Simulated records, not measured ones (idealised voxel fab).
You're looking at the process module voxel self aligned contacts.
The cross-section shown here is cut; it is 260 nm wide and divided into square cells measuring 5 nm on a side.
Cross-section spec: square-cell grid; bands listed top down; each band is one or more rows. Within each band entry, the heights of the top and of the bottom of the band appear first, in that order and in nm; the materials of the band then follow from left to right, each with its corresponding width in nm. The designation "all across" on a single material indicates that it fills the band from edge to edge; the designation "blank" indicates empty space. The level at which height equals 0 is the one under which the wafer, as it arrives, is entirely one material. No lower edge exists for the bottom band, which continues downward and is notated as in "0..down". Width "30 to 40": first value at the band's top row of cells, second value at its bottom row, equal change from row to row. The designation "same as before", where it is given for a processing step, indicates that no cell of the cross-section was altered in the course of that step. This entry, "Sealed internal voids", enumerates those empty regions of no fewer than 8 cells that possess no open connection to the top. Each region is reported in the form width x height at distance, the distance being taken from the left edge, with all three quantities expressed in nm. Text after the settings on a step's line: the simulator's own remark on that step. For masked steps, "overlay nm" on the step line gives how far right of plan the mask actually lay; a minus sign means it lay to the left.
[Process steps - plan]
1. RECEIVE: material Si
2. OXIDIZE: depth nm 5
3. DIRECTIONAL_DEP: material polySi, thk nm 30
4. DIRECTIONAL_DEP: material SiN, thk nm 25
5. PATTERN: tone cover, mask id GATE, material resist, width nm 25, pitch nm 70, thk nm 15, overlay nm 0
6. DIRECTIONAL_ETCH: etch materials SiN, depth nm 25
7. DIRECTIONAL_ETCH: etch materials polySi, depth nm 30
8. STRIP: etch materials resist
9. CONFORMAL_DEP: material SiN, thk nm 10
10. DIRECTIONAL_ETCH: etch materials SiN, depth nm 10
11. FILL_DEP: material SiO2, thk nm 15
12. CMP: height nm 65
13. MASKED_ETCH: tone open, mask id CONTACT, width nm 55, pitch nm 70, etch materials SiO2, depth nm 70, overlay nm 0
14. CONFORMAL_DEP: material TiN, thk nm 5
15. FILL_DEP: material W, thk nm 10
16. CMP: height nm 65
17. CONFORMAL_DEP: material SiN, thk nm 5
[First wafer of two (run as planned)]
[Delivered wafer in cross-section: state after step 1]
- 0..down: Si all across
- Sealed internal voids: none
[State of the wafer after step 2, shown in cross-section]
- 0..-5: SiO2 all across
- Beneath the level -5, the cross-section is identical to its previous state.
[State of the wafer after step 3, shown in cross-section]
- 30..0: polySi all across
- Beneath the level 0, the cross-section is identical to its previous state.
[State of the wafer after step 4, shown in cross-section]
- 55..30: SiN all across
- Beneath the level 30, the cross-section is identical to its previous state.
[State of the wafer after step 5, shown in cross-section]
- 70..55: blank 45 nm; resist 25 nm; blank 45 nm; resist 25 nm; blank 45 nm; resist 25 nm; blank 50 nm
- Beneath the level 55, the cross-section is identical to its previous state.
[State of the wafer after step 6, shown in cross-section]
- 70..55: blank 45 nm; resist 25 nm; blank 45 nm; resist 25 nm; blank 45 nm; resist 25 nm; blank 50 nm
- 55..30: blank 45 nm; SiN 25 nm; blank 45 nm; SiN 25 nm; blank 45 nm; SiN 25 nm; blank 50 nm
- Beneath the level 30, the cross-section is identical to its previous state.
[State of the wafer after step 7, shown in cross-section]
- 70..55: blank 45 nm; resist 25 nm; blank 45 nm; resist 25 nm; blank 45 nm; resist 25 nm; blank 50 nm
- 55..30: blank 45 nm; SiN 25 nm; blank 45 nm; SiN 25 nm; blank 45 nm; SiN 25 nm; blank 50 nm
- 30..0: blank 45 nm; polySi 25 nm; blank 45 nm; polySi 25 nm; blank 45 nm; polySi 25 nm; blank 50 nm
- Beneath the level 0, the cross-section is identical to its previous state.
[State of the wafer after step 8, shown in cross-section]
- 55..30: blank 45 nm; SiN 25 nm; blank 45 nm; SiN 25 nm; blank 45 nm; SiN 25 nm; blank 50 nm
- Beneath the level 30, the cross-section is identical to its previous state.
[State of the wafer after step 9, shown in cross-section]
- 65..30: blank 35 nm; SiN 45 nm; blank 25 nm; SiN 45 nm; blank 25 nm; SiN 45 nm; blank 40 nm
- 30..10: blank 35 nm; SiN 10 nm; polySi 25 nm; SiN 10 nm; blank 25 nm; SiN 10 nm; polySi 25 nm; SiN 10 nm; blank 25 nm; SiN 10 nm; polySi 25 nm; SiN 10 nm; blank 40 nm
- 10..0: SiN 45 nm; polySi 25 nm; SiN 45 nm; polySi 25 nm; SiN 45 nm; polySi 25 nm; SiN 50 nm
- Beneath the level 0, the cross-section is identical to its previous state.
[State of the wafer after step 10, shown in cross-section]
- 55..30: blank 35 nm; SiN 45 nm; blank 25 nm; SiN 45 nm; blank 25 nm; SiN 45 nm; blank 40 nm
- 30..0: blank 35 nm; SiN 10 nm; polySi 25 nm; SiN 10 nm; blank 25 nm; SiN 10 nm; polySi 25 nm; SiN 10 nm; blank 25 nm; SiN 10 nm; polySi 25 nm; SiN 10 nm; blank 40 nm
- Beneath the level 0, the cross-section is identical to its previous state.
[State of the wafer after step 11, shown in cross-section]
- 70..55: SiO2 all across
- 55..30: SiO2 35 nm; SiN 45 nm; SiO2 25 nm; SiN 45 nm; SiO2 25 nm; SiN 45 nm; SiO2 40 nm
- 30..0: SiO2 35 nm; SiN 10 nm; polySi 25 nm; SiN 10 nm; SiO2 25 nm; SiN 10 nm; polySi 25 nm; SiN 10 nm; SiO2 25 nm; SiN 10 nm; polySi 25 nm; SiN 10 nm; SiO2 40 nm
- Beneath the level 0, the cross-section is identical to its previous state.
[State of the wafer after step 12, shown in cross-section]
- 65..55: SiO2 all across
- Beneath the level 55, the cross-section is identical to its previous state.
[State of the wafer after step 13, shown in cross-section]
- 65..55: SiO2 65 nm; blank 55 nm; SiO2 15 nm; blank 55 nm; SiO2 70 nm
- 55..30: SiO2 35 nm; SiN 45 nm; blank 25 nm; SiN 45 nm; blank 25 nm; SiN 45 nm; SiO2 40 nm
- 30..0: SiO2 35 nm; SiN 10 nm; polySi 25 nm; SiN 10 nm; blank 25 nm; SiN 10 nm; polySi 25 nm; SiN 10 nm; blank 25 nm; SiN 10 nm; polySi 25 nm; SiN 10 nm; SiO2 40 nm
- 0..-5: SiO2 80 nm; blank 25 nm; SiO2 45 nm; blank 25 nm; SiO2 85 nm
- Beneath the level -5, the cross-section is identical to its previous state.
[State of the wafer after step 14, shown in cross-section]
- 70..65: TiN 70 nm; blank 45 nm; TiN 25 nm; blank 45 nm; TiN 75 nm
- 65..55: SiO2 65 nm; TiN 5 to 20 nm; blank 45 to 15 nm; TiN 5 to 20 nm; SiO2 15 nm; TiN 5 to 20 nm; blank 45 to 15 nm; TiN 5 to 20 nm; SiO2 70 nm
- 55..30: SiO2 35 nm; SiN 45 nm; TiN 5 nm; blank 15 nm; TiN 5 nm; SiN 45 nm; TiN 5 nm; blank 15 nm; TiN 5 nm; SiN 45 nm; SiO2 40 nm
- 30..0: SiO2 35 nm; SiN 10 nm; polySi 25 nm; SiN 10 nm; TiN 5 nm; blank 15 nm; TiN 5 nm; SiN 10 nm; polySi 25 nm; SiN 10 nm; TiN 5 nm; blank 15 nm; TiN 5 nm; SiN 10 nm; polySi 25 nm; SiN 10 nm; SiO2 40 nm
- 0..-5: SiO2 80 nm; TiN 25 nm; SiO2 45 nm; TiN 25 nm; SiO2 85 nm
- Beneath the level -5, the cross-section is identical to its previous state.
[State of the wafer after step 15, shown in cross-section]
- 80..70: W all across
- 70..65: TiN 70 nm; W 45 nm; TiN 25 nm; W 45 nm; TiN 75 nm
- 65..55: SiO2 65 nm; TiN 5 to 20 nm; W 45 to 15 nm; TiN 5 to 20 nm; SiO2 15 nm; TiN 5 to 20 nm; W 45 to 15 nm; TiN 5 to 20 nm; SiO2 70 nm
- 55..30: SiO2 35 nm; SiN 45 nm; TiN 5 nm; W 15 nm; TiN 5 nm; SiN 45 nm; TiN 5 nm; W 15 nm; TiN 5 nm; SiN 45 nm; SiO2 40 nm
- 30..0: SiO2 35 nm; SiN 10 nm; polySi 25 nm; SiN 10 nm; TiN 5 nm; W 15 nm; TiN 5 nm; SiN 10 nm; polySi 25 nm; SiN 10 nm; TiN 5 nm; W 15 nm; TiN 5 nm; SiN 10 nm; polySi 25 nm; SiN 10 nm; SiO2 40 nm
- Beneath the level 0, the cross-section is identical to its previous state.
[State of the wafer after step 16, shown in cross-section]
- 65..55: SiO2 65 nm; TiN 5 to 20 nm; W 45 to 15 nm; TiN 5 to 20 nm; SiO2 15 nm; TiN 5 to 20 nm; W 45 to 15 nm; TiN 5 to 20 nm; SiO2 70 nm
- Beneath the level 55, the cross-section is identical to its previous state.
[State of the wafer after step 17, shown in cross-section]
- 70..65: SiN all across
- Beneath the level 65, the cross-section is identical to its previous state.
[Second wafer, same starting conditions and recipe as the first, one mistake in executing it, nothing differs from the first up to and including step 8]
[Cross-sectional view of the second wafer at the intended end time of process step 9]
- 45..30: blank 45 nm; SiN 25 nm; blank 45 nm; SiN 25 nm; blank 45 nm; SiN 25 nm; blank 50 nm
- Beneath the level 30, the cross-section is identical to its previous state.
[Cross-sectional view of the second wafer at the intended end time of process step 10]
- 55..30: blank 35 nm; SiN 45 nm; blank 25 nm; SiN 45 nm; blank 25 nm; SiN 45 nm; blank 40 nm
- 30..10: blank 35 nm; SiN 10 nm; polySi 25 nm; SiN 10 nm; blank 25 nm; SiN 10 nm; polySi 25 nm; SiN 10 nm; blank 25 nm; SiN 10 nm; polySi 25 nm; SiN 10 nm; blank 40 nm
- 10..0: SiN 45 nm; polySi 25 nm; SiN 45 nm; polySi 25 nm; SiN 45 nm; polySi 25 nm; SiN 50 nm
- Beneath the level 0, the cross-section is identical to its previous state.
[Cross-sectional view of the second wafer at the intended end time of process step 11]
- 70..55: SiO2 all across
- 55..30: SiO2 35 nm; SiN 45 nm; SiO2 25 nm; SiN 45 nm; SiO2 25 nm; SiN 45 nm; SiO2 40 nm
- 30..10: SiO2 35 nm; SiN 10 nm; polySi 25 nm; SiN 10 nm; SiO2 25 nm; SiN 10 nm; polySi 25 nm; SiN 10 nm; SiO2 25 nm; SiN 10 nm; polySi 25 nm; SiN 10 nm; SiO2 40 nm
- Beneath the level 10, the cross-section is identical to its previous state.
[Cross-sectional view of the second wafer at the intended end time of process step 12]
- 65..55: SiO2 all across
- Beneath the level 55, the cross-section is identical to its previous state.
[Cross-sectional view of the second wafer at the intended end time of process step 13]
- 65..55: SiO2 65 nm; blank 55 nm; SiO2 15 nm; blank 55 nm; SiO2 70 nm
- 55..30: SiO2 35 nm; SiN 45 nm; blank 25 nm; SiN 45 nm; blank 25 nm; SiN 45 nm; SiO2 40 nm
- 30..10: SiO2 35 nm; SiN 10 nm; polySi 25 nm; SiN 10 nm; blank 25 nm; SiN 10 nm; polySi 25 nm; SiN 10 nm; blank 25 nm; SiN 10 nm; polySi 25 nm; SiN 10 nm; SiO2 40 nm
- Beneath the level 10, the cross-section is identical to its previous state.
[Cross-sectional view of the second wafer at the intended end time of process step 14]
- 70..65: TiN 70 nm; blank 45 nm; TiN 25 nm; blank 45 nm; TiN 75 nm
- 65..55: SiO2 65 nm; TiN 5 to 20 nm; blank 45 to 15 nm; TiN 5 to 20 nm; SiO2 15 nm; TiN 5 to 20 nm; blank 45 to 15 nm; TiN 5 to 20 nm; SiO2 70 nm
- 55..30: SiO2 35 nm; SiN 45 nm; TiN 5 nm; blank 15 nm; TiN 5 nm; SiN 45 nm; TiN 5 nm; blank 15 nm; TiN 5 nm; SiN 45 nm; SiO2 40 nm
- 30..15: SiO2 35 nm; SiN 10 nm; polySi 25 nm; SiN 10 nm; TiN 5 nm; blank 15 nm; TiN 5 nm; SiN 10 nm; polySi 25 nm; SiN 10 nm; TiN 5 nm; blank 15 nm; TiN 5 nm; SiN 10 nm; polySi 25 nm; SiN 10 nm; SiO2 40 nm
- 15..10: SiO2 35 nm; SiN 10 nm; polySi 25 nm; SiN 10 nm; TiN 25 nm; SiN 10 nm; polySi 25 nm; SiN 10 nm; TiN 25 nm; SiN 10 nm; polySi 25 nm; SiN 10 nm; SiO2 40 nm
- Beneath the level 10, the cross-section is identical to its previous state.
[Cross-sectional view of the second wafer at the intended end time of process step 15]
- 80..70: W all across
- 70..65: TiN 70 nm; W 45 nm; TiN 25 nm; W 45 nm; TiN 75 nm
- 65..55: SiO2 65 nm; TiN 5 to 20 nm; W 45 to 15 nm; TiN 5 to 20 nm; SiO2 15 nm; TiN 5 to 20 nm; W 45 to 15 nm; TiN 5 to 20 nm; SiO2 70 nm
- 55..30: SiO2 35 nm; SiN 45 nm; TiN 5 nm; W 15 nm; TiN 5 nm; SiN 45 nm; TiN 5 nm; W 15 nm; TiN 5 nm; SiN 45 nm; SiO2 40 nm
- 30..15: SiO2 35 nm; SiN 10 nm; polySi 25 nm; SiN 10 nm; TiN 5 nm; W 15 nm; TiN 5 nm; SiN 10 nm; polySi 25 nm; SiN 10 nm; TiN 5 nm; W 15 nm; TiN 5 nm; SiN 10 nm; polySi 25 nm; SiN 10 nm; SiO2 40 nm
- Beneath the level 15, the cross-section is identical to its previous state.
[Cross-sectional view of the second wafer at the intended end time of process step 16]
- 65..55: SiO2 65 nm; TiN 5 to 20 nm; W 45 to 15 nm; TiN 5 to 20 nm; SiO2 15 nm; TiN 5 to 20 nm; W 45 to 15 nm; TiN 5 to 20 nm; SiO2 70 nm
- Beneath the level 55, the cross-section is identical to its previous state.
[Cross-sectional view of the second wafer at the intended end time of process step 17]
- 70..65: SiN all across
- Beneath the level 65, the cross-section is identical to its previous state.
The mistake made against the process plan was this: steps 9 and 10 got flipped, so each one ran where the other should have
In the final state, the cell counts of the second wafer exceed or fall short of those of the first for the following materials: SiN +50, SiO2 -20, TiN -12, W -18
